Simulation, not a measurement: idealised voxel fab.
Herein follows the process module entitled voxel transistor to metal.
Square cell edge 5 nm, section width 205 nm, ID cut.
This document writes a cross-section as a grid whose cells are square, and gives it as bands, listed from the top down; one or more rows of cells form a band. Heights first: top, then bottom, in nm. Then materials, left to right, each with a width in nm. "full width" on a single material: fills the band edge to edge. "blank": empty space. Basically, 0 is our baseline, since under it the wafer straight out of the box is all one material. The bottom band has no lower end and keeps on going down, so it looks like "0 down". Width spec "30->40" -> top row of cells at first value, bottom row at second value, equal per-row change in between. When a step is marked "no modification", none of the cells in the cross-section changed during that step. If an empty space has no open way to the top and is at least 8 cells in size, "Enclosed void inventory" lists it, written width x height at distance, where distance is measured from the left edge and every value is in nm. Post-settings text on a step line: simulator's own remark regarding the step. overlay nm, on a step with a mask: how far to the right of its planned place the mask lay; to the left if negative.

The following list gives the planned process steps:
1. RECEIVE, material Si
2. CONFORMAL_DEP, material SiO2, thk nm 5
3. CONFORMAL_DEP, material SiN, thk nm 15
4. MASKED_ETCH, tone cover, mask id ACTIVE, width nm 105, etch materials SiN, depth nm 15, overlay nm 0
5. MASKED_ETCH, tone cover, mask id ACTIVE, width nm 105, etch materials SiO2, depth nm 5, overlay nm 0
6. MASKED_ETCH, tone cover, mask id ACTIVE, width nm 105, etch materials Si, depth nm 35, overlay nm 0
7. FILL_DEP, material SiO2, thk nm 15
8. CMP, height nm 20
9. SELECTIVE_ETCH, etch materials SiO2, depth nm 5
10. STRIP, etch materials SiN
11. SELECTIVE_ETCH, etch materials SiO2, depth nm 5
12. OXIDIZE, depth nm 5
13. DIRECTIONAL_DEP, material polySi, thk nm 20
14. DIRECTIONAL_DEP, material SiCN, thk nm 15
15. DIRECTIONAL_DEP, material aC, thk nm 10
16. PATTERN, tone cover, mask id GATE, material resist, width nm 15, thk nm 30, overlay nm 0
17. DIRECTIONAL_ETCH, etch materials aC, depth nm 10
18. STRIP, etch materials resist
19. DIRECTIONAL_ETCH, etch materials SiCN, depth nm 25
20. DIRECTIONAL_ETCH, etch materials polySi, depth nm 30
21. STRIP, etch materials aC
22. CONFORMAL_DEP, material SiO2, thk nm 5
23. DIRECTIONAL_ETCH, etch materials SiO2, depth nm 5
24. CONFORMAL_DEP, material SiN, thk nm 5
25. DIRECTIONAL_ETCH, etch materials SiN, depth nm 5
26. DIRECTIONAL_ETCH, etch materials SiO2, depth nm 5
27. DIRECTIONAL_ETCH, etch materials Si, depth nm 15
28. EPI, material nSi, thk nm 15
29. FILL_DEP, material SiO2, thk nm 5
30. CMP, height nm 35
31. DIRECTIONAL_DEP, material SiO2, thk nm 15
32. DIRECTIONAL_DEP, material aC, thk nm 15
33. PATTERN, tone open, mask id CONTACT, material resist, width nm 35, pitch nm 60, thk nm 30, overlay nm 0
34. DIRECTIONAL_ETCH, etch materials aC, depth nm 15
35. STRIP, etch materials resist
36. DIRECTIONAL_ETCH, etch materials SiO2, depth nm 40
37. STRIP, etch materials aC
38. CONFORMAL_DEP, material TiN, thk nm 5
39. FILL_DEP, material Ru, thk nm 10
40. CMP, height nm 50
41. DIRECTIONAL_DEP, material TiN, thk nm 5
42. DIRECTIONAL_DEP, material W, thk nm 15
43. PATTERN, tone cover, mask id METAL_1, material resist, width nm 20, pitch nm 75, thk nm 15, overlay nm 0
44. DIRECTIONAL_ETCH, etch materials W, depth nm 15
45. DIRECTIONAL_ETCH, etch materials TiN, depth nm 5
46. STRIP, etch materials resist
47. FILL_DEP, material lowk, thk nm 5
48. CMP, height nm 70
49. CONFORMAL_DEP, material SiN, thk nm 5

Cross-section: wafer on arrival = after step 1:
* 0 down  Si full width
* Enclosed void inventory: none

Wafer cross-section at module end: first of two, run to plan:
* 75 to 70  SiN full width
* 70 to 55  lowk 55 nm | W 20 nm | lowk 55 nm | W 20 nm | lowk 55 nm
* 55 to 50  lowk 55 nm | TiN 20 nm | lowk 55 nm | TiN 20 nm | lowk 55 nm
* 50 to 40  SiO2 55 nm | TiN 5 nm | Ru 25 nm | TiN 5 nm | SiO2 25 nm | TiN 5 nm | Ru 25 nm | TiN 5 nm | SiO2 55 nm
* 40 to 35  SiO2 55 nm | TiN 5 nm | Ru 20 nm | TiN 10 nm | SiO2 25 nm | TiN 10 nm | Ru 20 nm | TiN 5 nm | SiO2 55 nm
* 35 to 20  SiO2 55 nm | TiN 5 nm | Ru 20 nm | TiN 5 nm | SiN 5 nm | SiO2 5 nm | SiCN 15 nm | SiO2 5 nm | SiN 5 nm | TiN 5 nm | Ru 20 nm | TiN 5 nm | SiO2 55 nm
* 20 to 15  SiO2 55 nm | TiN 5 nm | Ru 20 nm | TiN 5 nm | SiN 5 nm | SiO2 5 nm | polySi 15 nm | SiO2 5 nm | SiN 5 nm | TiN 5 nm | Ru 20 nm | TiN 5 nm | SiO2 55 nm
* 15 to 10  SiO2 55 nm | TiN 30 nm | SiN 5 nm | SiO2 5 nm | polySi 15 nm | SiO2 5 nm | SiN 5 nm | TiN 30 nm | SiO2 55 nm
* 10 to 0  SiO2 50 nm | SiN 5 nm | nSi 30 nm | SiN 5 nm | SiO2 5 nm | polySi 15 nm | SiO2 5 nm | SiN 5 nm | nSi 30 nm | SiN 5 nm | SiO2 50 nm
* 0 to -5  SiO2 55 nm | nSi 30 nm | SiO2 35 nm | nSi 30 nm | SiO2 55 nm
* -5 to -20  SiO2 50 nm | Si 5 nm | nSi 30 nm | Si 35 nm | nSi 30 nm | Si 5 nm | SiO2 50 nm
* -20 to -35  SiO2 50 nm | Si 105 nm | SiO2 50 nm
* -35 down  Si full width
* Enclosed void inventory: none

Cross-section, second wafer: same start as the first, same plan as the first, one mistake in running it; taken at the end of the module:
* 75 to 70  SiN full width
* 70 to 55  lowk 55 nm | W 20 nm | lowk 55 nm | W 20 nm | lowk 55 nm
* 55 to 50  lowk 55 nm | TiN 20 nm | lowk 55 nm | TiN 20 nm | lowk 55 nm
* 50 to 40  SiO2 55 nm | TiN 5 nm | Ru 25 nm | TiN 5 nm | SiO2 25 nm | TiN 5 nm | Ru 25 nm | TiN 5 nm | SiO2 55 nm
* 40 to 35  SiO2 55 nm | TiN 5 nm | Ru 20 nm | TiN 10 nm | SiO2 25 nm | TiN 10 nm | Ru 20 nm | TiN 5 nm | SiO2 55 nm
* 35 to 30  SiCN 45 nm | SiO2 5 nm | SiN 5 nm | TiN 5 nm | Ru 20 nm | TiN 5 nm | SiN 5 nm | SiO2 5 nm | SiCN 15 nm | SiO2 5 nm | SiN 5 nm | TiN 5 nm | Ru 20 nm | TiN 5 nm | SiN 5 nm | SiO2 5 nm | SiCN 45 nm
* 30 to 25  polySi 45 nm | SiO2 5 nm | SiN 5 nm | TiN 30 nm | SiN 5 nm | SiO2 5 nm | SiCN 15 nm | SiO2 5 nm | SiN 5 nm | TiN 30 nm | SiN 5 nm | SiO2 5 nm | polySi 45 nm
* 25 to 20  polySi 45 nm | SiCN 115 nm | polySi 45 nm
* 20 to 10  polySi full width
* 10 to 0  SiO2 45 nm | polySi 115 nm | SiO2 45 nm
* 0 to -5  SiO2 full width
* -5 to -35  SiO2 50 nm | Si 105 nm | SiO2 50 nm
* -35 down  Si full width
* Enclosed void inventory: none
What broke from the plan during processing? plan step 14 was twice executed
Wrapping up, a cell-based count of both wafers puts the second over or under the first for these materials: Ru -24 | Si +36 | SiCN +38 | SiN -10 | SiO2 -108 | TiN -12 | nSi -72 | polySi +152
